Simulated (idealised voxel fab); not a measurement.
Process module under the name voxel wiring stack
Displayed cross-section: cut, width of 230 nm, square cells sized 5 nm.
This document writes a cross-section as a grid whose cells are square, and gives it as bands, listed from the top down; one or more rows of cells form a band.
The band entry comprises the height of the band's top followed by the height of its bottom, expressed in nm, and subsequently the band's materials from left to right, each stated together with its width in nm. Where a single material is marked with the word "all across", that material fills the band from edge to edge. The word "air" represents empty space.
We count height from 0. Below that, the starting wafer is all one material. The lowest band never ends at the bottom but goes on down; see "0 and below" for how that is written.
So if you see something like "30->40" for the width, read it as the top row of the band sitting at the first number and the bottom row at the second, with every row in between moving by the same amount as the last.
Basically "nothing altered" means that step didn't change any cell in the cross-section.
"Enclosed empty spaces": sealed empty spaces, 8 cells or more, no open way to top, listed width x height at distance, with distance from the left edge and width, height and distance in nm.
Whatever follows a step's settings on its line is a remark the simulator itself makes about that step.
If you see "overlay nm" on a step's line and that step has a mask, it's telling you how far right of where it was planned the mask ended up; a negative number means it went left instead.
Listed below are the process steps as planned
1) op RECEIVE | material Si
2) op CONFORMAL_DEP | material SiO2 | thk nm 10
3) op DIRECTIONAL_DEP | material TiN | thk nm 5
4) op DIRECTIONAL_DEP | material W | thk nm 15
5) op MASKED_ETCH | tone cover | mask id METAL_1 | width nm 30 | pitch nm 60 | etch materials W | depth nm 15 | overlay nm 0
6) op MASKED_ETCH | tone cover | mask id METAL_1 | width nm 30 | pitch nm 60 | etch materials TiN | depth nm 5 | overlay nm 0
7) op FILL_DEP | material SiO2 | thk nm 5
8) op CMP | height nm 30
9) op CONFORMAL_DEP | material SiCN | thk nm 5
10) op DIRECTIONAL_DEP | material SiO2 | thk nm 25
11) op DIRECTIONAL_DEP | material aC | thk nm 10
12) op PATTERN | tone open | mask id METAL_2_HOLES | material resist | width nm 15 | pitch nm 60 | thk nm 25 | overlay nm 0
13) op DIRECTIONAL_ETCH | etch materials aC | depth nm 10
14) op STRIP | etch materials resist
15) op DIRECTIONAL_ETCH | etch materials SiO2 | depth nm 25
16) op STRIP | etch materials aC
17) op PATTERN | tone open | mask id METAL_2 | material resist | width nm 30 | pitch nm 60 | thk nm 20 | overlay nm 0
18) op DIRECTIONAL_ETCH | etch materials SiO2 | depth nm 15
19) op DIRECTIONAL_ETCH | etch materials SiCN | depth nm 5
20) op STRIP | etch materials resist
21) op CONFORMAL_DEP | material TiN | thk nm 5
22) op FILL_DEP | material Cu | thk nm 5
23) op CMP | height nm 60
24) op CONFORMAL_DEP | material SiCN | thk nm 5
The first of a set of two wafers, run to plan
As received, after step 1
  0 and below | Si all across
  Enclosed empty spaces: none
Cross-section: wafer state after step 2
  10 down to 0 | SiO2 all across
  Rest of section, below 0: as before.
Cross-section: wafer state after step 3
  15 down to 10 | TiN all across
  Rest of section, below 10: as before.
Cross-section: wafer state after step 4
  30 down to 15 | W all across
  Rest of section, below 15: as before.
Cross-section: wafer state after step 5
  30 down to 15 | air=40, then W=30, then air=30, then W=30, then air=30, then W=30, then air=40
  Rest of section, below 15: as before.
Cross-section: wafer state after step 6
  30 down to 15 | air=40, then W=30, then air=30, then W=30, then air=30, then W=30, then air=40
  15 down to 10 | air=40, then TiN=30, then air=30, then TiN=30, then air=30, then TiN=30, then air=40
  Rest of section, below 10: as before.
Cross-section: wafer state after step 7
  35 down to 30 | SiO2 all across
  30 down to 15 | SiO2=40, then W=30, then SiO2=30, then W=30, then SiO2=30, then W=30, then SiO2=40
  15 down to 10 | SiO2=40, then TiN=30, then SiO2=30, then TiN=30, then SiO2=30, then TiN=30, then SiO2=40
  Rest of section, below 10: as before.
Cross-section: wafer state after step 8
  30 down to 15 | SiO2=40, then W=30, then SiO2=30, then W=30, then SiO2=30, then W=30, then SiO2=40
  Rest of section, below 15: as before.
Cross-section: wafer state after step 9
  35 down to 30 | SiCN all across
  Rest of section, below 30: as before.
Cross-section: wafer state after step 10
  60 down to 35 | SiO2 all across
  Rest of section, below 35: as before.
Cross-section: wafer state after step 11
  70 down to 60 | aC all across
  Rest of section, below 60: as before.
Cross-section: wafer state after step 12
  95 down to 70 | resist=40, then air=15, then resist=45, then air=15, then resist=45, then air=15, then resist=55
  Rest of section, below 70: as before.
Cross-section: wafer state after step 13
  85 down to 70 | resist=40, then air=15, then resist=45, then air=15, then resist=45, then air=15, then resist=55
  70 down to 60 | aC=40, then air=15, then aC=45, then air=15, then aC=45, then air=15, then aC=55
  Rest of section, below 60: as before.
Cross-section: wafer state after step 14
  70 down to 60 | aC=40, then air=15, then aC=45, then air=15, then aC=45, then air=15, then aC=55
  Rest of section, below 60: as before.
Cross-section: wafer state after step 15
  70 down to 60 | aC=40, then air=15, then aC=45, then air=15, then aC=45, then air=15, then aC=55
  60 down to 35 | SiO2=40, then air=15, then SiO2=45, then air=15, then SiO2=45, then air=15, then SiO2=55
  Rest of section, below 35: as before.
Cross-section: wafer state after step 16
  60 down to 35 | SiO2=40, then air=15, then SiO2=45, then air=15, then SiO2=45, then air=15, then SiO2=55
  Rest of section, below 35: as before.
Cross-section: wafer state after step 17
  80 down to 60 | resist=40, then air=30, then resist=30, then air=30, then resist=30, then air=30, then resist=40
  Rest of section, below 60: as before.
Cross-section: wafer state after step 18
  80 down to 60 | resist=40, then air=30, then resist=30, then air=30, then resist=30, then air=30, then resist=40
  60 down to 45 | SiO2=40, then air=30, then SiO2=30, then air=30, then SiO2=30, then air=30, then SiO2=40
  Rest of section, below 45: as before.
Cross-section: wafer state after step 19
  80 down to 60 | resist=40, then air=30, then resist=30, then air=30, then resist=30, then air=30, then resist=40
  60 down to 45 | SiO2=40, then air=30, then SiO2=30, then air=30, then SiO2=30, then air=30, then SiO2=40
  45 down to 35 | SiO2=40, then air=15, then SiO2=45, then air=15, then SiO2=45, then air=15, then SiO2=55
  35 down to 30 | SiCN=40, then air=15, then SiCN=45, then air=15, then SiCN=45, then air=15, then SiCN=55
  Rest of section, below 30: as before.
Cross-section: wafer state after step 20
  60 down to 45 | SiO2=40, then air=30, then SiO2=30, then air=30, then SiO2=30, then air=30, then SiO2=40
  Rest of section, below 45: as before.
Cross-section: wafer state after step 21
  65 down to 60 | TiN=45, then air=20, then TiN=40, then air=20, then TiN=40, then air=20, then TiN=45
  60 down to 50 | SiO2=40, then TiN=5, then air=20, then TiN=5, then SiO2=30, then TiN=5, then air=20, then TiN=5, then SiO2=30, then TiN=5, then air=20, then TiN=5, then SiO2=40
  50 down to 45 | SiO2=40, then TiN=5, then air=5, then TiN=20, then SiO2=30, then TiN=5, then air=5, then TiN=20, then SiO2=30, then TiN=5, then air=5, then TiN=20, then SiO2=40
  45 down to 35 | SiO2=40, then TiN=5, then air=5, then TiN=5, then SiO2=45, then TiN=5, then air=5, then TiN=5, then SiO2=45, then TiN=5, then air=5, then TiN=5, then SiO2=55
  35 down to 30 | SiCN=40, then TiN=15, then SiCN=45, then TiN=15, then SiCN=45, then TiN=15, then SiCN=55
  Rest of section, below 30: as before.
Cross-section: wafer state after step 22
  70 down to 65 | Cu all across
  65 down to 60 | TiN=45, then Cu=20, then TiN=40, then Cu=20, then TiN=40, then Cu=20, then TiN=45
  60 down to 50 | SiO2=40, then TiN=5, then Cu=20, then TiN=5, then SiO2=30, then TiN=5, then Cu=20, then TiN=5, then SiO2=30, then TiN=5, then Cu=20, then TiN=5, then SiO2=40
  50 down to 45 | SiO2=40, then TiN=5, then Cu=5, then TiN=20, then SiO2=30, then TiN=5, then Cu=5, then TiN=20, then SiO2=30, then TiN=5, then Cu=5, then TiN=20, then SiO2=40
  45 down to 35 | SiO2=40, then TiN=5, then Cu=5, then TiN=5, then SiO2=45, then TiN=5, then Cu=5, then TiN=5, then SiO2=45, then TiN=5, then Cu=5, then TiN=5, then SiO2=55
  Rest of section, below 35: as before.
Cross-section: wafer state after step 23
  60 down to 50 | SiO2=40, then TiN=5, then Cu=20, then TiN=5, then SiO2=30, then TiN=5, then Cu=20, then TiN=5, then SiO2=30, then TiN=5, then Cu=20, then TiN=5, then SiO2=40
  Rest of section, below 50: as before.
Cross-section: wafer state after step 24
  65 down to 60 | SiCN all across
  Rest of section, below 60: as before.
The second wafer: identical to the first at the outset and in its planned sequence, differing only in that one mistake was made during processing; up to and including step 17, its path is the first wafer's path
Second wafer profile in section, at the moment step 18 of the plan was meant to be complete
  80 down to 60 | resist=40, then air=30, then resist=30, then air=30, then resist=30, then air=30, then resist=40
  60 down to 40 | SiO2=40, then air=30, then SiO2=30, then air=30, then SiO2=30, then air=30, then SiO2=40
  Rest of section, below 40: as before.
Second wafer profile in section, at the moment step 19 of the plan was meant to be complete
  80 down to 60 | resist=40, then air=30, then resist=30, then air=30, then resist=30, then air=30, then resist=40
  60 down to 40 | SiO2=40, then air=30, then SiO2=30, then air=30, then SiO2=30, then air=30, then SiO2=40
  40 down to 35 | SiO2=40, then air=15, then SiO2=45, then air=15, then SiO2=45, then air=15, then SiO2=55
  35 down to 30 | SiCN=40, then air=15, then SiCN=45, then air=15, then SiCN=45, then air=15, then SiCN=55
  Rest of section, below 30: as before.
Second wafer profile in section, at the moment step 20 of the plan was meant to be complete
  60 down to 40 | SiO2=40, then air=30, then SiO2=30, then air=30, then SiO2=30, then air=30, then SiO2=40
  Rest of section, below 40: as before.
Second wafer profile in section, at the moment step 21 of the plan was meant to be complete
  65 down to 60 | TiN=45, then air=20, then TiN=40, then air=20, then TiN=40, then air=20, then TiN=45
  60 down to 45 | SiO2=40, then TiN=5, then air=20, then TiN=5, then SiO2=30, then TiN=5, then air=20, then TiN=5, then SiO2=30, then TiN=5, then air=20, then TiN=5, then SiO2=40
  45 down to 35 | SiO2=40, then TiN=5, then air=5, then TiN=20->5, then SiO2=30->45, then TiN=5, then air=5, then TiN=20->5, then SiO2=30->45, then TiN=5, then air=5, then TiN=20->5, then SiO2=40->55
  35 down to 30 | SiCN=40, then TiN=15, then SiCN=45, then TiN=15, then SiCN=45, then TiN=15, then SiCN=55
  Rest of section, below 30: as before.
Second wafer profile in section, at the moment step 22 of the plan was meant to be complete
  70 down to 65 | Cu all across
  65 down to 60 | TiN=45, then Cu=20, then TiN=40, then Cu=20, then TiN=40, then Cu=20, then TiN=45
  60 down to 45 | SiO2=40, then TiN=5, then Cu=20, then TiN=5, then SiO2=30, then TiN=5, then Cu=20, then TiN=5, then SiO2=30, then TiN=5, then Cu=20, then TiN=5, then SiO2=40
  45 down to 35 | SiO2=40, then TiN=5, then Cu=5, then TiN=20->5, then SiO2=30->45, then TiN=5, then Cu=5, then TiN=20->5, then SiO2=30->45, then TiN=5, then Cu=5, then TiN=20->5, then SiO2=40->55
  Rest of section, below 35: as before.
Second wafer profile in section, at the moment step 23 of the plan was meant to be complete
  60 down to 45 | SiO2=40, then TiN=5, then Cu=20, then TiN=5, then SiO2=30, then TiN=5, then Cu=20, then TiN=5, then SiO2=30, then TiN=5, then Cu=20, then TiN=5, then SiO2=40
  Rest of section, below 45: as before.
Second wafer profile in section, at the moment step 24 of the plan was meant to be complete
  65 down to 60 | SiCN all across
  Rest of section, below 60: as before.
Diagnosis: step 18 off recipe, ran as op DIRECTIONAL_ETCH | etch materials SiO2 | depth nm 20
Final difference in cells, second wafer against first, listed per material as more or fewer: +9 Cu, -9 SiO2
